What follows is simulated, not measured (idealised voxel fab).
Documented hereafter: the process module known as voxel air gaps.
Square cell edge 5 nm, section width 205 nm, ID cut.
Throughout this document, each cross-section is represented as a grid of square cells and is presented as a sequence of bands enumerated from the top downward, where a band comprises one or more rows of cells. Within each band entry, the heights of the top and of the bottom of the band appear first, in that order and in nm; the materials of the band then follow from left to right, each with its corresponding width in nm. The designation "throughout" on a single material indicates that it fills the band from edge to edge; the designation "blank" indicates empty space. Heights are reckoned from 0. Under this level, the received wafer is all of one material. The bottommost band is open-ended downward, for example "from 0 down". Quick explanation for "30..40": the width changes in equal steps down the rows of cells, from the first number in the band's top row to the second number in its bottom row. The designation "stayed the same", where it is given for a processing step, indicates that no cell of the cross-section was altered in the course of that step. Heads up: "Closed void roster" only lists the empty pockets with no open path to the top that are 8 cells or more, and it writes them as width x height at distance, distance from the left edge, in nm. after a step's settings: what the simulator itself notes on the step. Steps that use a mask can have "overlay nm" on their line. It says how far the mask sat to the right of where it was meant to be. Negative means to the left. Guide to the pairs. Each holds a before and an after cross-section around one process step; the after cross-section is cut off at the lowest band that changed. Look under the pair for the step between them and its settings. Pairs can come from different runs of this module on the same starting wafer, so a pair follows on from the one above it only where its entry headed "State before step" says it does.

State before step:
> from 70 to 60 | 25 blank | 45 Ru | 5 blank | 45 Ru | 5 blank | 45 Ru | 35 blank
> from 60 to 25 | 35 blank | 5 TiN | 15 W | 5 TiN | 25 blank | 5 TiN | 15 W | 5 TiN | 25 blank | 5 TiN | 15 W | 5 TiN | 45 blank
> from 25 to 20 | 35 blank | 25 TiN | 25 blank | 25 TiN | 25 blank | 25 TiN | 45 blank
> from 20 to 15 | SiN throughout
> from 15 to 0 | SiO2 throughout
> from 0 down | Si throughout
> Closed void roster: none

Resulting Structure:
> from 75 to 70 | 20 blank | 155 SiCN | 30 blank
> from 70 to 60 | 20 blank | 5 SiCN | 45 Ru | 5 SiCN | 45 Ru | 5 SiCN | 45 Ru | 5 SiCN | 30 blank
> from 60 to 55 | 20 blank | 15 SiCN | 5 TiN | 15 W | 5 TiN | 25 SiCN | 5 TiN | 15 W | 5 TiN | 25 SiCN | 5 TiN | 15 W | 5 TiN | 15 SiCN | 30 blank
> from 55 to 25 | 30 blank | 5 SiCN | 5 TiN | 15 W | 5 TiN | 5 SiCN | 15 blank | 5 SiCN | 5 TiN | 15 W | 5 TiN | 5 SiCN | 15 blank | 5 SiCN | 5 TiN | 15 W | 5 TiN | 5 SiCN | 40 blank
> from 25 to 20 | 35 SiCN | 25 TiN | 25 SiCN | 25 TiN | 25 SiCN | 25 TiN | 45 SiCN
> Beneath the level 20, the cross-section is identical to its previous state.
> Closed void roster: 15 x 30 at 65; 15 x 30 at 115
Looking at the two cross-sections above, the step in the middle is op CONFORMAL_DEP | material SiCN | thk nm 5

State before step:
> from 65 to 60 | 45 TiN | 15 blank | 35 TiN | 15 blank | 35 TiN | 15 blank | 45 TiN
> from 60 to 25 | 40 lowk | 5 TiN | 15 blank | 5 TiN | 25 lowk | 5 TiN | 15 blank | 5 TiN | 25 lowk | 5 TiN | 15 blank | 5 TiN | 40 lowk
> from 25 to 20 | 40 lowk | 25 TiN | 25 lowk | 25 TiN | 25 lowk | 25 TiN | 40 lowk
> from 20 to 15 | SiN throughout
> from 15 to 0 | SiO2 throughout
> from 0 down | Si throughout
> Closed void roster: none

Resulting Structure:
> from 75 to 65 | SiCN throughout
> from 65 to 60 | 45 TiN | 15 SiCN | 35 TiN | 15 SiCN | 35 TiN | 15 SiCN | 45 TiN
> from 60 to 25 | 40 lowk | 5 TiN | 15 SiCN | 5 TiN | 25 lowk | 5 TiN | 15 SiCN | 5 TiN | 25 lowk | 5 TiN | 15 SiCN | 5 TiN | 40 lowk
> Beneath the level 25, the cross-section is identical to its previous state.
> Closed void roster: none
Looking at the two cross-sections above, the step in the middle is op FILL_DEP | material SiCN | thk nm 10

State before step: check the pair just above; its after cross-section is our before state.

Resulting Structure:
> from 60 to 25 | 40 lowk | 5 TiN | 15 SiCN | 5 TiN | 25 lowk | 5 TiN | 15 SiCN | 5 TiN | 25 lowk | 5 TiN | 15 SiCN | 5 TiN | 40 lowk
> Beneath the level 25, the cross-section is identical to its previous state.
> Closed void roster: none
Looking at the two cross-sections above, the step in the middle is op CMP | height nm 60

State before step: check the pair just above; its after cross-section is our before state.

Resulting Structure:
> from 70 to 60 | 30 blank | 45 Ru | 5 blank | 45 Ru | 5 blank | 45 Ru | 30 blank
> Beneath the level 60, the cross-section is identical to its previous state.
> Closed void roster: none
Looking at the two cross-sections above, the step in the middle is op EPI | material Ru | thk nm 10

State before step: check the pair just above; its after cross-section is our before state.

Resulting Structure:
> from 70 to 60 | 30 blank | 45 Ru | 5 blank | 45 Ru | 5 blank | 45 Ru | 30 blank
> from 60 to 25 | 40 blank | 5 TiN | 15 SiCN | 5 TiN | 25 blank | 5 TiN | 15 SiCN | 5 TiN | 25 blank | 5 TiN | 15 SiCN | 5 TiN | 40 blank
> from 25 to 20 | 40 blank | 25 TiN | 25 blank | 25 TiN | 25 blank | 25 TiN | 40 blank
> Beneath the level 20, the cross-section is identical to its previous state.
> Closed void roster: none
Looking at the two cross-sections above, the step in the middle is op SELECTIVE_ETCH | etch materials lowk | depth nm 50

State before step: check the pair just above; its after cross-section is our before state.

Resulting Structure:
> from 75 to 70 | 25 blank | 155 SiCN | 25 blank
> from 70 to 60 | 25 blank | 5 SiCN | 45 Ru | 5 SiCN | 45 Ru | 5 SiCN | 45 Ru | 5 SiCN | 25 blank
> from 60 to 55 | 25 blank | 15 SiCN | 5 TiN | 15 SiCN | 5 TiN | 25 SiCN | 5 TiN | 15 SiCN | 5 TiN | 25 SiCN | 5 TiN | 15 SiCN | 5 TiN | 15 SiCN | 25 blank
> from 55 to 25 | 35 blank | 5 SiCN | 5 TiN | 15 SiCN | 5 TiN | 5 SiCN | 15 blank | 5 SiCN | 5 TiN | 15 SiCN | 5 TiN | 5 SiCN | 15 blank | 5 SiCN | 5 TiN | 15 SiCN | 5 TiN | 5 SiCN | 35 blank
> from 25 to 20 | 40 SiCN | 25 TiN | 25 SiCN | 25 TiN | 25 SiCN | 25 TiN | 40 SiCN
> Beneath the level 20, the cross-section is identical to its previous state.
> Closed void roster: 15 x 30 at 70; 15 x 30 at 120
Looking at the two cross-sections above, the step in the middle is op CONFORMAL_DEP | material SiCN | thk nm 5

State before step:
> from 75 to 60 | aC throughout
> from 60 to 20 | lowk throughout
> from 20 to 15 | SiN throughout
> from 15 to 0 | SiO2 throughout
> from 0 down | Si throughout
> Closed void roster: none

Resulting Structure:
> from 105 to 75 | 40 blank | 25 resist | 25 blank | 25 resist | 25 blank | 25 resist | 40 blank
> Beneath the level 75, the cross-section is identical to its previous state.
> Closed void roster: none
Looking at the two cross-sections above, the step in the middle is op PATTERN | tone cover | mask id LINES | material resist | width nm 25 | pitch nm 50 | thk nm 30 | overlay nm 0

State before step: check the pair just above; its after cross-section is our before state.

Resulting Structure:
> from 90 to 75 | 40 blank | 25 resist | 25 blank | 25 resist | 25 blank | 25 resist | 40 blank
> from 75 to 60 | 40 blank | 25 aC | 25 blank | 25 aC | 25 blank | 25 aC | 40 blank
> Beneath the level 60, the cross-section is identical to its previous state.
> Closed void roster: none
Looking at the two cross-sections above, the step in the middle is op DIRECTIONAL_ETCH | etch materials aC | depth nm 15

State before step: check the pair just above; its after cross-section is our before state.

Resulting Structure:
> from 75 to 60 | 40 blank | 25 aC | 25 blank | 25 aC | 25 blank | 25 aC | 40 blank
> Beneath the level 60, the cross-section is identical to its previous state.
> Closed void roster: none
Looking at the two cross-sections above, the step in the middle is op STRIP | etch materials resist

State before step: check the pair just above; its after cross-section is our before state.

Resulting Structure:
> from 75 to 60 | 40 blank | 25 aC | 25 blank | 25 aC | 25 blank | 25 aC | 40 blank
> from 60 to 20 | 40 blank | 25 lowk | 25 blank | 25 lowk | 25 blank | 25 lowk | 40 blank
> Beneath the level 20, the cross-section is identical to its previous state.
> Closed void roster: none
Looking at the two cross-sections above, the step in the middle is op DIRECTIONAL_ETCH | etch materials lowk | depth nm 40

State before step: check the pair just above; its after cross-section is our before state.

Resulting Structure:
> from 60 to 20 | 40 blank | 25 lowk | 25 blank | 25 lowk | 25 blank | 25 lowk | 40 blank
> Beneath the level 20, the cross-section is identical to its previous state.
> Closed void roster: none
Looking at the two cross-sections above, the step in the middle is op STRIP | etch materials aC

State before step: check the pair just above; its after cross-section is our before state.

Resulting Structure:
> from 65 to 60 | 35 blank | 35 TiN | 15 blank | 35 TiN | 15 blank | 35 TiN | 35 blank
> from 60 to 25 | 35 blank | 5 TiN | 25 lowk | 5 TiN | 15 blank | 5 TiN | 25 lowk | 5 TiN | 15 blank | 5 TiN | 25 lowk | 5 TiN | 35 blank
> from 25 to 20 | 40 TiN | 25 lowk | 25 TiN | 25 lowk | 25 TiN | 25 lowk | 40 TiN
> Beneath the level 20, the cross-section is identical to its previous state.
> Closed void roster: none
Looking at the two cross-sections above, the step in the middle is op CONFORMAL_DEP | material TiN | thk nm 5

State before step: check the pair just above; its after cross-section is our before state.

Resulting Structure:
> from 75 to 65 | W throughout
> from 65 to 60 | 35 W | 35 TiN | 15 W | 35 TiN | 15 W | 35 TiN | 35 W
> from 60 to 25 | 35 W | 5 TiN | 25 lowk | 5 TiN | 15 W | 5 TiN | 25 lowk | 5 TiN | 15 W | 5 TiN | 25 lowk | 5 TiN | 35 W
> Beneath the level 25, the cross-section is identical to its previous state.
> Closed void roster: none
Looking at the two cross-sections above, the step in the middle is op FILL_DEP | material W | thk nm 10

State before step: check the pair just above; its after cross-section is our before state.

Resulting Structure:
> from 60 to 25 | 35 W | 5 TiN | 25 lowk | 5 TiN | 15 W | 5 TiN | 25 lowk | 5 TiN | 15 W | 5 TiN | 25 lowk | 5 TiN | 35 W
> Beneath the level 25, the cross-section is identical to its previous state.
> Closed void roster: none
Looking at the two cross-sections above, the step in the middle is op CMP | height nm 60

State before step: check the pair just above; its after cross-section is our before state.

Resulting Structure:
> from 70 to 60 | 50 Ru | 5 blank | 45 Ru | 5 blank | 45 Ru | 5 blank | 50 Ru
> Beneath the level 60, the cross-section is identical to its previous state.
> Closed void roster: none
Looking at the two cross-sections above, the step in the middle is op EPI | material Ru | thk nm 10

State before step: check the pair just above; its after cross-section is our before state.

Resulting Structure:
> from 70 to 60 | 50 Ru | 5 blank | 45 Ru | 5 blank | 45 Ru | 5 blank | 50 Ru
> from 60 to 25 | 35 W | 5 TiN | 25 blank | 5 TiN | 15 W | 5 TiN | 25 blank | 5 TiN | 15 W | 5 TiN | 25 blank | 5 TiN | 35 W
> from 25 to 20 | 40 TiN | 25 blank | 25 TiN | 25 blank | 25 TiN | 25 blank | 40 TiN
> Beneath the level 20, the cross-section is identical to its previous state.
> Closed void roster: none
Looking at the two cross-sections above, the step in the middle is op SELECTIVE_ETCH | etch materials lowk | depth nm 50

State before step: check the pair just above; its after cross-section is our before state.

Resulting Structure:
> from 75 to 70 | SiCN throughout
> from 70 to 60 | 50 Ru | 5 SiCN | 45 Ru | 5 SiCN | 45 Ru | 5 SiCN | 50 Ru
> from 60 to 55 | 35 W | 5 TiN | 25 SiCN | 5 TiN | 15 W | 5 TiN | 25 SiCN | 5 TiN | 15 W | 5 TiN | 25 SiCN | 5 TiN | 35 W
> from 55 to 25 | 35 W | 5 TiN | 5 SiCN | 15 blank | 5 SiCN | 5 TiN | 15 W | 5 TiN | 5 SiCN | 15 blank | 5 SiCN | 5 TiN | 15 W | 5 TiN | 5 SiCN | 15 blank | 5 SiCN | 5 TiN | 35 W
> from 25 to 20 | 40 TiN | 25 SiCN | 25 TiN | 25 SiCN | 25 TiN | 25 SiCN | 40 TiN
> Beneath the level 20, the cross-section is identical to its previous state.
> Closed void roster: 15 x 30 at 45; 15 x 30 at 95; 15 x 30 at 145
Looking at the two cross-sections above, the step in the middle is op CONFORMAL_DEP | material SiCN | thk nm 5
